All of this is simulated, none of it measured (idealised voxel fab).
Process module, titled voxel gate over fins
We display cut, a cross-section 170 nm in width whose square cells are each 5 nm.
Just so we're on the same page, the cross-sections are grids of square cells, and they're listed out in bands top to bottom, each band one or more rows deep. Within each band entry, the heights of the top and of the bottom of the band appear first, in that order and in nm; the materials of the band then follow from left to right, each with its corresponding width in nm. The designation "full width" on a single material indicates that it fills the band from edge to edge; the designation "air" indicates empty space. The reference from which all heights are counted is 0, the level beneath which the as-received wafer is entirely one material; the lowest band, having no lower bound, proceeds downward and is written after the example "0 -> down". The two numbers in a width such as "30 to 40" mark its ends across the band: the first belongs to the top row of cells, the second to the bottom row, and from each row to the next the width moves by the same amount. "nothing different", as given for a step, is the statement that not any cell of the cross-section underwent a change during that step. Closed-off voids of 8+ cells (no open route to the top) go in "Closed internal voids", written width x height at distance from the left edge, in nm. The remark found on a step's line after its settings is issued by the simulator itself and pertains to that step. The setting "overlay nm" may be written on the line of a step. When the step uses a mask, the value reports how far to the right of the planned place the mask lay, and a negative value reports that it lay to the left.
The steps planned for the process are as follows
1 RECEIVE (material Si)
2 CONFORMAL_DEP (material SiN; thk nm 5)
3 MASKED_ETCH (tone cover; mask id FINS; width nm 15; pitch nm 60; etch materials SiN; depth nm 5; overlay nm 0)
4 MASKED_ETCH (tone cover; mask id FINS; width nm 15; pitch nm 60; etch materials Si; depth nm 40; overlay nm 0)
5 FILL_DEP (material SiO2; thk nm 10)
6 CMP (height nm 5)
7 DIRECTIONAL_DEP (material aC; thk nm 10)
8 PATTERN (tone open; mask id RAIL; material resist; width nm 15; thk nm 25; overlay nm 0)
9 DIRECTIONAL_ETCH (etch materials aC; depth nm 10)
10 STRIP (etch materials resist)
11 DIRECTIONAL_ETCH (etch materials SiO2; depth nm 40)
12 STRIP (etch materials aC)
13 CONFORMAL_DEP (material TiN; thk nm 5)
14 FILL_DEP (material Ru; thk nm 5)
15 CMP (height nm 5)
16 SELECTIVE_ETCH (etch materials W Ru TiN; depth nm 20)
17 FILL_DEP (material SiO2; thk nm 5)
18 CMP (height nm 5)
19 SELECTIVE_ETCH (etch materials SiO2; depth nm 15)
20 STRIP (etch materials SiN)
21 CONFORMAL_DEP (material HfO2; thk nm 5)
22 CONFORMAL_DEP (material TiN; thk nm 5)
23 FILL_DEP (material W; thk nm 15)
24 CMP (height nm 20)
25 CONFORMAL_DEP (material SiCN; thk nm 10)
First of two wafers - as planned
Cross-section of the wafer upon arrival, representing the state reached after step 1
0 -> down | Si full width
Closed internal voids: none
After step 2: wafer cross-section
5 -> 0 | SiN full width
Unchanged below 0.
After step 3: wafer cross-section
5 -> 0 | air 45 | SiN 15 | air 45 | SiN 15 | air 50
Unchanged below 0.
After step 4: wafer cross-section
5 -> 0 | air 45 | SiN 15 | air 45 | SiN 15 | air 50
0 -> -40 | air 45 | Si 15 | air 45 | Si 15 | air 50
Unchanged below -40.
After step 5: wafer cross-section
15 -> 5 | SiO2 full width
5 -> 0 | SiO2 45 | SiN 15 | SiO2 45 | SiN 15 | SiO2 50
0 -> -40 | SiO2 45 | Si 15 | SiO2 45 | Si 15 | SiO2 50
Unchanged below -40.
After step 6: wafer cross-section
5 -> 0 | SiO2 45 | SiN 15 | SiO2 45 | SiN 15 | SiO2 50
Unchanged below 0.
After step 7: wafer cross-section
15 -> 5 | aC full width
Unchanged below 5.
After step 8: wafer cross-section
40 -> 15 | resist 75 | air 15 | resist 80
Unchanged below 15.
After step 9: wafer cross-section
30 -> 15 | resist 75 | air 15 | resist 80
15 -> 5 | aC 75 | air 15 | aC 80
Unchanged below 5.
After step 10: wafer cross-section
15 -> 5 | aC 75 | air 15 | aC 80
Unchanged below 5.
After step 11: wafer cross-section
15 -> 5 | aC 75 | air 15 | aC 80
5 -> 0 | SiO2 45 | SiN 15 | SiO2 15 | air 15 | SiO2 15 | SiN 15 | SiO2 50
0 -> -35 | SiO2 45 | Si 15 | SiO2 15 | air 15 | SiO2 15 | Si 15 | SiO2 50
Unchanged below -35.
After step 12: wafer cross-section
5 -> 0 | SiO2 45 | SiN 15 | SiO2 15 | air 15 | SiO2 15 | SiN 15 | SiO2 50
Unchanged below 0.
After step 13: wafer cross-section
10 -> 5 | TiN 80 | air 5 | TiN 85
5 -> 0 | SiO2 45 | SiN 15 | SiO2 15 | TiN 5 | air 5 | TiN 5 | SiO2 15 | SiN 15 | SiO2 50
0 -> -30 | SiO2 45 | Si 15 | SiO2 15 | TiN 5 | air 5 | TiN 5 | SiO2 15 | Si 15 | SiO2 50
-30 -> -35 | SiO2 45 | Si 15 | SiO2 15 | TiN 15 | SiO2 15 | Si 15 | SiO2 50
Unchanged below -35.
After step 14: wafer cross-section
15 -> 10 | Ru full width
10 -> 5 | TiN 80 | Ru 5 | TiN 85
5 -> 0 | SiO2 45 | SiN 15 | SiO2 15 | TiN 5 | Ru 5 | TiN 5 | SiO2 15 | SiN 15 | SiO2 50
0 -> -30 | SiO2 45 | Si 15 | SiO2 15 | TiN 5 | Ru 5 | TiN 5 | SiO2 15 | Si 15 | SiO2 50
Unchanged below -30.
After step 15: wafer cross-section
5 -> 0 | SiO2 45 | SiN 15 | SiO2 15 | TiN 5 | Ru 5 | TiN 5 | SiO2 15 | SiN 15 | SiO2 50
Unchanged below 0.
After step 16: wafer cross-section
5 -> 0 | SiO2 45 | SiN 15 | SiO2 15 | air 15 | SiO2 15 | SiN 15 | SiO2 50
0 -> -15 | SiO2 45 | Si 15 | SiO2 15 | air 15 | SiO2 15 | Si 15 | SiO2 50
Unchanged below -15.
After step 17: wafer cross-section
10 -> 5 | SiO2 full width
5 -> 0 | SiO2 45 | SiN 15 | SiO2 45 | SiN 15 | SiO2 50
0 -> -15 | SiO2 45 | Si 15 | SiO2 45 | Si 15 | SiO2 50
Unchanged below -15.
After step 18: wafer cross-section
5 -> 0 | SiO2 45 | SiN 15 | SiO2 45 | SiN 15 | SiO2 50
Unchanged below 0.
After step 19: wafer cross-section
5 -> 0 | air 45 | SiN 15 | air 45 | SiN 15 | air 50
0 -> -10 | air 45 | Si 15 | air 45 | Si 15 | air 50
Unchanged below -10.
After step 20: wafer cross-section
0 -> -10 | air 45 | Si 15 | air 45 | Si 15 | air 50
Unchanged below -10.
After step 21: wafer cross-section
5 -> 0 | air 40 | HfO2 25 | air 35 | HfO2 25 | air 45
0 -> -5 | air 40 | HfO2 5 | Si 15 | HfO2 5 | air 35 | HfO2 5 | Si 15 | HfO2 5 | air 45
-5 -> -10 | HfO2 45 | Si 15 | HfO2 45 | Si 15 | HfO2 50
Unchanged below -10.
After step 22: wafer cross-section
10 -> 5 | air 35 | TiN 35 | air 25 | TiN 35 | air 40
5 -> 0 | air 35 | TiN 5 | HfO2 25 | TiN 5 | air 25 | TiN 5 | HfO2 25 | TiN 5 | air 40
0 -> -5 | TiN 40 | HfO2 5 | Si 15 | HfO2 5 | TiN 35 | HfO2 5 | Si 15 | HfO2 5 | TiN 45
Unchanged below -5.
After step 23: wafer cross-section
25 -> 10 | W full width
10 -> 5 | W 35 | TiN 35 | W 25 | TiN 35 | W 40
5 -> 0 | W 35 | TiN 5 | HfO2 25 | TiN 5 | W 25 | TiN 5 | HfO2 25 | TiN 5 | W 40
Unchanged below 0.
After step 24: wafer cross-section
20 -> 10 | W full width
Unchanged below 10.
After step 25: wafer cross-section
30 -> 20 | SiCN full width
Unchanged below 20.
Wafer two of two - same starting point, same process plan, one mistake in execution; matches wafer one up to and including step 7
Second wafer at the planned finish of step 8, seen in cross-section
40 -> 15 | resist 70 | air 15 | resist 85
Unchanged below 15.
Second wafer at the planned finish of step 9, seen in cross-section
30 -> 15 | resist 70 | air 15 | resist 85
15 -> 5 | aC 70 | air 15 | aC 85
Unchanged below 5.
Second wafer at the planned finish of step 10, seen in cross-section
15 -> 5 | aC 70 | air 15 | aC 85
Unchanged below 5.
Second wafer at the planned finish of step 11, seen in cross-section
15 -> 5 | aC 70 | air 15 | aC 85
5 -> 0 | SiO2 45 | SiN 15 | SiO2 10 | air 15 | SiO2 20 | SiN 15 | SiO2 50
0 -> -35 | SiO2 45 | Si 15 | SiO2 10 | air 15 | SiO2 20 | Si 15 | SiO2 50
Unchanged below -35.
Second wafer at the planned finish of step 12, seen in cross-section
5 -> 0 | SiO2 45 | SiN 15 | SiO2 10 | air 15 | SiO2 20 | SiN 15 | SiO2 50
Unchanged below 0.
Second wafer at the planned finish of step 13, seen in cross-section
10 -> 5 | TiN 75 | air 5 | TiN 90
5 -> 0 | SiO2 45 | SiN 15 | SiO2 10 | TiN 5 | air 5 | TiN 5 | SiO2 20 | SiN 15 | SiO2 50
0 -> -30 | SiO2 45 | Si 15 | SiO2 10 | TiN 5 | air 5 | TiN 5 | SiO2 20 | Si 15 | SiO2 50
-30 -> -35 | SiO2 45 | Si 15 | SiO2 10 | TiN 15 | SiO2 20 | Si 15 | SiO2 50
Unchanged below -35.
Second wafer at the planned finish of step 14, seen in cross-section
15 -> 10 | Ru full width
10 -> 5 | TiN 75 | Ru 5 | TiN 90
5 -> 0 | SiO2 45 | SiN 15 | SiO2 10 | TiN 5 | Ru 5 | TiN 5 | SiO2 20 | SiN 15 | SiO2 50
0 -> -30 | SiO2 45 | Si 15 | SiO2 10 | TiN 5 | Ru 5 | TiN 5 | SiO2 20 | Si 15 | SiO2 50
Unchanged below -30.
Second wafer at the planned finish of step 15, seen in cross-section
5 -> 0 | SiO2 45 | SiN 15 | SiO2 10 | TiN 5 | Ru 5 | TiN 5 | SiO2 20 | SiN 15 | SiO2 50
Unchanged below 0.
Second wafer at the planned finish of step 16, seen in cross-section
5 -> 0 | SiO2 45 | SiN 15 | SiO2 10 | air 15 | SiO2 20 | SiN 15 | SiO2 50
0 -> -15 | SiO2 45 | Si 15 | SiO2 10 | air 15 | SiO2 20 | Si 15 | SiO2 50
Unchanged below -15.
Second wafer at the planned finish of step 17, seen in cross-section
10 -> 5 | SiO2 full width
5 -> 0 | SiO2 45 | SiN 15 | SiO2 45 | SiN 15 | SiO2 50
0 -> -15 | SiO2 45 | Si 15 | SiO2 45 | Si 15 | SiO2 50
Unchanged below -15.
Second wafer at the planned finish of step 18, seen in cross-section
5 -> 0 | SiO2 45 | SiN 15 | SiO2 45 | SiN 15 | SiO2 50
Unchanged below 0.
Second wafer at the planned finish of step 19, seen in cross-section
5 -> 0 | air 45 | SiN 15 | air 45 | SiN 15 | air 50
0 -> -10 | air 45 | Si 15 | air 45 | Si 15 | air 50
Unchanged below -10.
Second wafer at the planned finish of step 20, seen in cross-section
0 -> -10 | air 45 | Si 15 | air 45 | Si 15 | air 50
Unchanged below -10.
Second wafer at the planned finish of step 21, seen in cross-section
5 -> 0 | air 40 | HfO2 25 | air 35 | HfO2 25 | air 45
0 -> -5 | air 40 | HfO2 5 | Si 15 | HfO2 5 | air 35 | HfO2 5 | Si 15 | HfO2 5 | air 45
-5 -> -10 | HfO2 45 | Si 15 | HfO2 45 | Si 15 | HfO2 50
Unchanged below -10.
Second wafer at the planned finish of step 22, seen in cross-section
10 -> 5 | air 35 | TiN 35 | air 25 | TiN 35 | air 40
5 -> 0 | air 35 | TiN 5 | HfO2 25 | TiN 5 | air 25 | TiN 5 | HfO2 25 | TiN 5 | air 40
0 -> -5 | TiN 40 | HfO2 5 | Si 15 | HfO2 5 | TiN 35 | HfO2 5 | Si 15 | HfO2 5 | TiN 45
Unchanged below -5.
Second wafer at the planned finish of step 23, seen in cross-section
25 -> 10 | W full width
10 -> 5 | W 35 | TiN 35 | W 25 | TiN 35 | W 40
5 -> 0 | W 35 | TiN 5 | HfO2 25 | TiN 5 | W 25 | TiN 5 | HfO2 25 | TiN 5 | W 40
Unchanged below 0.
Second wafer at the planned finish of step 24, seen in cross-section
20 -> 10 | W full width
Unchanged below 10.
Second wafer at the planned finish of step 25, seen in cross-section
30 -> 20 | SiCN full width
Unchanged below 20.
Deviation noted in wafer processing: step 8 ran as: PATTERN (tone open; mask id RAIL; material resist; width nm 15; thk nm 25; overlay nm -5)
Upon completion, the cell count for each material on the second wafer equals that on the first, whereas the spatial distribution of those cells differs.
